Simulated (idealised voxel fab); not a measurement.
process module | voxel tone inversion
cross-section cut | 140 nm wide | cells 5 nm
A cross-section is a grid of square cells, given in bands from the top down. A band is one or more rows of cells.
Each band's line starts with the height of the band's top and of its bottom, in nm. Then come its materials from left to right, each with its width in nm. One material with "throughout" fills the band from edge to edge. "air" is empty space.
Height 0 is the level under which the wafer as received is all one material. The lowest band goes on downwards, as in "0 down".
A width such as "30 to 40" changes by the same amount from each row of cells to the next, from the band's top row to its bottom row.
"no change" after a step means that no cell of the cross-section changed.
closed voids: empty space of 8 cells or more with no open way to the top, each as width x height at its distance from the left edge, in nm
after a step's settings: what the simulator itself notes on the step
overlay nm, on a step with a mask: how far to the right of its planned place the mask lay; to the left if negative
plan
1 op RECEIVE | material Si
2 op CONFORMAL_DEP | material SiCN | thk nm 10
3 op DIRECTIONAL_DEP | material aC | thk nm 15
4 op PATTERN | tone cover | mask id POSTS | material resist | width nm 15 | pitch nm 30 | thk nm 25 | overlay nm 0
5 op DIRECTIONAL_ETCH | etch materials aC | depth nm 15
6 op STRIP | etch materials resist
7 op FILL_DEP | material lowk | thk nm 10
8 op CMP | height nm 25
9 op STRIP | etch materials aC
first wafer, as planned
as received, after step 1
  0 down: Si throughout
  closed voids: none
after step 2
  10 to 0: SiCN throughout
  below 0: unchanged
after step 3
  25 to 10: aC throughout
  below 10: unchanged
after step 4
  50 to 25: air 45 | resist 15 | air 15 | resist 15 | air 50
  below 25: unchanged
after step 5
  35 to 25: air 45 | resist 15 | air 15 | resist 15 | air 50
  25 to 10: air 45 | aC 15 | air 15 | aC 15 | air 50
  below 10: unchanged
after step 6
  25 to 10: air 45 | aC 15 | air 15 | aC 15 | air 50
  below 10: unchanged
after step 7
  35 to 25: lowk throughout
  25 to 10: lowk 45 | aC 15 | lowk 15 | aC 15 | lowk 50
  below 10: unchanged
after step 8
  25 to 10: lowk 45 | aC 15 | lowk 15 | aC 15 | lowk 50
  below 10: unchanged
after step 9
  25 to 10: lowk 45 | air 15 | lowk 15 | air 15 | lowk 50
  below 10: unchanged
second wafer: like start, like plan, one mistake. Through step 6 it matches the first wafer
when step 7 should have ended
  35 to 25: SiCN throughout
  25 to 10: SiCN 45 | aC 15 | SiCN 15 | aC 15 | SiCN 50
  below 10: unchanged
when step 8 should have ended
  25 to 10: SiCN 45 | aC 15 | SiCN 15 | aC 15 | SiCN 50
  below 10: unchanged
when step 9 should have ended
  25 to 10: SiCN 45 | air 15 | SiCN 15 | air 15 | SiCN 50
  below 10: unchanged
what went wrong: step 7 ran as: op FILL_DEP | material SiCN | thk nm 10
at the end the second wafer has, in cells: 66 more of SiCN | 66 fewer of lowk
